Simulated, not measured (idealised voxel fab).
voxel wiring stack: a process module
Square cells of 5 nm make up the cross-section cut, whose width is 215 nm.
A cross-section is written here as square cells arranged in a grid, and it is given in bands from the top down, each band taking up one or more rows of cells.
It is stipulated that each band's entry specify, in nanometres, the height of the top of the band and then that of its bottom, followed by the materials of the band in left-to-right sequence, each together with its width in nanometres. A single material marked by the word "throughout" is understood to fill the band from edge to edge; the word "empty" is understood to denote empty space.
Zero point of the height axis is 0; under it, received wafer = one material. Lowest band: continues down indefinitely, "0 nm and below".
When a width is written as two numbers, as in "30..40", the first number is the width in the top row of cells of the band and the second is the width in its bottom row, and the width changes by the same amount from each row to the next.
What does "left unchanged" mean for a step? It means no cell of the cross-section changed in that step.
Entry "Cavities, sealed". Content: empty spaces with no open connection to the top, size 8 cells or greater. Each: width x height at distance. Distance: from left edge. Unit: nm.
Post-settings text on a step line: simulator's own remark regarding the step.
A step line may carry the setting "overlay nm", which, for steps involving a mask, states the distance by which the mask lay to the right of its intended position; negative values denote displacement to the left.
Process steps - plan:
1,RECEIVE | material Si
2,CONFORMAL_DEP | material SiO2 | thk nm 15
3,DIRECTIONAL_DEP | material TiN | thk nm 5
4,DIRECTIONAL_DEP | material Ru | thk nm 20
5,DIRECTIONAL_DEP | material aC | thk nm 10
6,PATTERN | tone cover | mask id METAL_1 | material resist | width nm 25 | pitch nm 50 | thk nm 30 | overlay nm 0
7,DIRECTIONAL_ETCH | etch materials aC | depth nm 10
8,STRIP | etch materials resist
9,DIRECTIONAL_ETCH | etch materials Ru | depth nm 20
10,DIRECTIONAL_ETCH | etch materials TiN | depth nm 5
11,STRIP | etch materials aC
12,FILL_DEP | material SiO2 | thk nm 10
13,CMP | height nm 40
14,CONFORMAL_DEP | material SiCN | thk nm 5
15,DIRECTIONAL_DEP | material SiO2 | thk nm 20
16,MASKED_ETCH | tone open | mask id PLUG_1 | width nm 15 | pitch nm 50 | etch materials SiO2 | depth nm 20 | overlay nm 0
17,MASKED_ETCH | tone open | mask id PLUG_1 | width nm 15 | pitch nm 50 | etch materials SiCN | depth nm 5 | overlay nm 0
18,EPI | material Ru | thk nm 10
19,EPI | material Ru | thk nm 10
20,EPI | material Ru | thk nm 5
21,DIRECTIONAL_DEP | material TiN | thk nm 5
22,DIRECTIONAL_DEP | material Ru | thk nm 15
23,DIRECTIONAL_DEP | material aC | thk nm 10
24,PATTERN | tone cover | mask id METAL_2 | material resist | width nm 25 | pitch nm 50 | thk nm 30 | overlay nm 0
25,DIRECTIONAL_ETCH | etch materials aC | depth nm 10
26,STRIP | etch materials resist
27,DIRECTIONAL_ETCH | etch materials Ru | depth nm 15
28,DIRECTIONAL_ETCH | etch materials TiN | depth nm 5
29,STRIP | etch materials aC
30,FILL_DEP | material SiO2 | thk nm 5
31,CMP | height nm 85
32,CONFORMAL_DEP | material SiCN | thk nm 5
33,DIRECTIONAL_DEP | material lowk | thk nm 10
34,MASKED_ETCH | tone open | mask id PLUG_2 | width nm 15 | pitch nm 50 | etch materials lowk | depth nm 10 | overlay nm 0
35,MASKED_ETCH | tone open | mask id PLUG_2 | width nm 15 | pitch nm 50 | etch materials SiCN | depth nm 5 | overlay nm 0
36,CONFORMAL_DEP | material TiN | thk nm 5
37,FILL_DEP | material W | thk nm 5
38,CMP | height nm 100
39,CONFORMAL_DEP | material SiN | thk nm 5
40,DIRECTIONAL_DEP | material SiO2 | thk nm 25
41,PATTERN | tone open | mask id METAL_3 | material resist | width nm 25 | pitch nm 50 | thk nm 20 | overlay nm -15
42,DIRECTIONAL_ETCH | etch materials SiO2 | depth nm 25
43,DIRECTIONAL_ETCH | etch materials SiN | depth nm 5
44,STRIP | etch materials resist
45,CONFORMAL_DEP | material TiN | thk nm 5
46,FILL_DEP | material Cu | thk nm 5
47,CMP | height nm 130
48,CONFORMAL_DEP | material SiCN | thk nm 5
49,DIRECTIONAL_DEP | material SiO2 | thk nm 20
50,MASKED_ETCH | tone open | mask id PLUG_3 | width nm 15 | etch materials SiO2 | depth nm 20 | overlay nm 0
51,MASKED_ETCH | tone open | mask id PLUG_3 | width nm 15 | etch materials SiCN | depth nm 5 | overlay nm 0
52,EPI | material Ru | thk nm 10
53,EPI | material Ru | thk nm 10
54,EPI | material Ru | thk nm 5
55,CONFORMAL_DEP | material SiCN | thk nm 5
56,DIRECTIONAL_DEP | material lowk | thk nm 25
57,MASKED_ETCH | tone open | mask id METAL_4 | width nm 25 | pitch nm 50 | etch materials lowk | depth nm 25 | overlay nm 0
58,MASKED_ETCH | tone open | mask id METAL_4 | width nm 25 | pitch nm 50 | etch materials SiCN | depth nm 5 | overlay nm 0
59,CONFORMAL_DEP | material TiN | thk nm 5
60,FILL_DEP | material Cu | thk nm 10
61,CMP | height nm 185
62,CONFORMAL_DEP | material SiN | thk nm 5
All wafers enter the flow in the same state. The overlay nm at step 41 differs from wafer to wafer, and the plan gives the value for the first wafer.
Received wafers, first of several: cross-section after step 1:
0 nm and below: Si throughout
Cavities, sealed: none
End of module: cross-section of the first of several wafers after step 62, the last step:
190 nm to 185 nm: SiN throughout
185 nm to 160 nm: 70 nm lowk, 5 nm TiN, 15 nm Cu, 5 nm TiN, 25 nm lowk, 5 nm TiN, 15 nm Cu, 5 nm TiN, 70 nm lowk
160 nm to 155 nm: 70 nm SiCN, 25 nm TiN, 25 nm SiCN, 25 nm TiN, 70 nm SiCN
155 nm to 135 nm: 70 nm SiO2, 15 nm Ru, 130 nm SiO2
135 nm to 130 nm: 70 nm SiCN, 15 nm Ru, 130 nm SiCN
130 nm to 105 nm: 55 nm SiO2, 5 nm TiN, 15 nm Cu, 5 nm TiN, 25 nm SiO2, 5 nm TiN, 15 nm Cu, 5 nm TiN, 85 nm SiO2
105 nm to 100 nm: 55 nm SiN, 25 nm TiN, 25 nm SiN, 25 nm TiN, 85 nm SiN
100 nm to 90 nm: 70 nm lowk, 5 nm TiN, 5 nm W, 5 nm TiN, 35 nm lowk, 5 nm TiN, 5 nm W, 5 nm TiN, 80 nm lowk
90 nm to 85 nm: 70 nm SiCN, 15 nm TiN, 35 nm SiCN, 15 nm TiN, 80 nm SiCN
85 nm to 70 nm: 70 nm SiO2, 25 nm Ru, 25 nm SiO2, 25 nm Ru, 70 nm SiO2
70 nm to 65 nm: 70 nm SiO2, 25 nm TiN, 25 nm SiO2, 25 nm TiN, 70 nm SiO2
65 nm to 45 nm: 70 nm SiO2, 15 nm Ru, 35 nm SiO2, 15 nm Ru, 80 nm SiO2
45 nm to 40 nm: 70 nm SiCN, 15 nm Ru, 35 nm SiCN, 15 nm Ru, 80 nm SiCN
40 nm to 20 nm: 70 nm SiO2, 25 nm Ru, 25 nm SiO2, 25 nm Ru, 70 nm SiO2
20 nm to 15 nm: 70 nm SiO2, 25 nm TiN, 25 nm SiO2, 25 nm TiN, 70 nm SiO2
15 nm to 0 nm: SiO2 throughout
0 nm and below: Si throughout
Cavities, sealed: none
last wafer at the end:
190 nm to 185 nm: SiN throughout
185 nm to 160 nm: 70 nm lowk, 5 nm TiN, 15 nm Cu, 5 nm TiN, 25 nm lowk, 5 nm TiN, 15 nm Cu, 5 nm TiN, 70 nm lowk
160 nm to 155 nm: 70 nm SiCN, 25 nm TiN, 25 nm SiCN, 25 nm TiN, 70 nm SiCN
155 nm to 135 nm: 70 nm SiO2, 5 nm SiCN, 5 nm TiN, 5 nm SiCN, 130 nm SiO2
135 nm to 130 nm: 75 nm SiCN, 5 nm TiN, 135 nm SiCN
130 nm to 105 nm: 85 nm SiO2, 5 nm TiN, 15 nm Cu, 5 nm TiN, 25 nm SiO2, 5 nm TiN, 15 nm Cu, 5 nm TiN, 55 nm SiO2
105 nm to 100 nm: 85 nm SiN, 25 nm TiN, 25 nm SiN, 25 nm TiN, 55 nm SiN
100 nm to 90 nm: 70 nm lowk, 5 nm TiN, 5 nm W, 5 nm TiN, 35 nm lowk, 5 nm TiN, 5 nm W, 5 nm TiN, 80 nm lowk
90 nm to 85 nm: 70 nm SiCN, 15 nm TiN, 35 nm SiCN, 15 nm TiN, 80 nm SiCN
85 nm to 70 nm: 70 nm SiO2, 25 nm Ru, 25 nm SiO2, 25 nm Ru, 70 nm SiO2
70 nm to 65 nm: 70 nm SiO2, 25 nm TiN, 25 nm SiO2, 25 nm TiN, 70 nm SiO2
65 nm to 45 nm: 70 nm SiO2, 15 nm Ru, 35 nm SiO2, 15 nm Ru, 80 nm SiO2
45 nm to 40 nm: 70 nm SiCN, 15 nm Ru, 35 nm SiCN, 15 nm Ru, 80 nm SiCN
40 nm to 20 nm: 70 nm SiO2, 25 nm Ru, 25 nm SiO2, 25 nm Ru, 70 nm SiO2
20 nm to 15 nm: 70 nm SiO2, 25 nm TiN, 25 nm SiO2, 25 nm TiN, 70 nm SiO2
15 nm to 0 nm: SiO2 throughout
0 nm and below: Si throughout
Cavities, sealed: none
Each row below is a wafer at the end of the module, listing for every material the number of cells it has gained (+) or lost (-) since it was received, followed by its closed voids:
overlay nm -15 | +60 Cu | +115 Ru | +147 SiCN | +76 SiN | +899 SiO2 | +94 TiN | +4 W | +239 lowk | Cavities, sealed: none
overlay nm -10 | +60 Cu | +115 Ru | +147 SiCN | +76 SiN | +899 SiO2 | +94 TiN | +4 W | +239 lowk | Cavities, sealed: none
overlay nm -5 | +60 Cu | +115 Ru | +147 SiCN | +76 SiN | +899 SiO2 | +94 TiN | +4 W | +239 lowk | Cavities, sealed: none
overlay nm 0 | +60 Cu | +115 Ru | +147 SiCN | +76 SiN | +899 SiO2 | +94 TiN | +4 W | +239 lowk | Cavities, sealed: none
overlay nm 5 | +60 Cu | +115 Ru | +147 SiCN | +76 SiN | +899 SiO2 | +94 TiN | +4 W | +239 lowk | Cavities, sealed: none
overlay nm 10 | +60 Cu | +115 Ru | +147 SiCN | +76 SiN | +899 SiO2 | +94 TiN | +4 W | +239 lowk | Cavities, sealed: none
overlay nm 15 | +60 Cu | +100 Ru | +157 SiCN | +76 SiN | +899 SiO2 | +99 TiN | +4 W | +239 lowk | Cavities, sealed: none
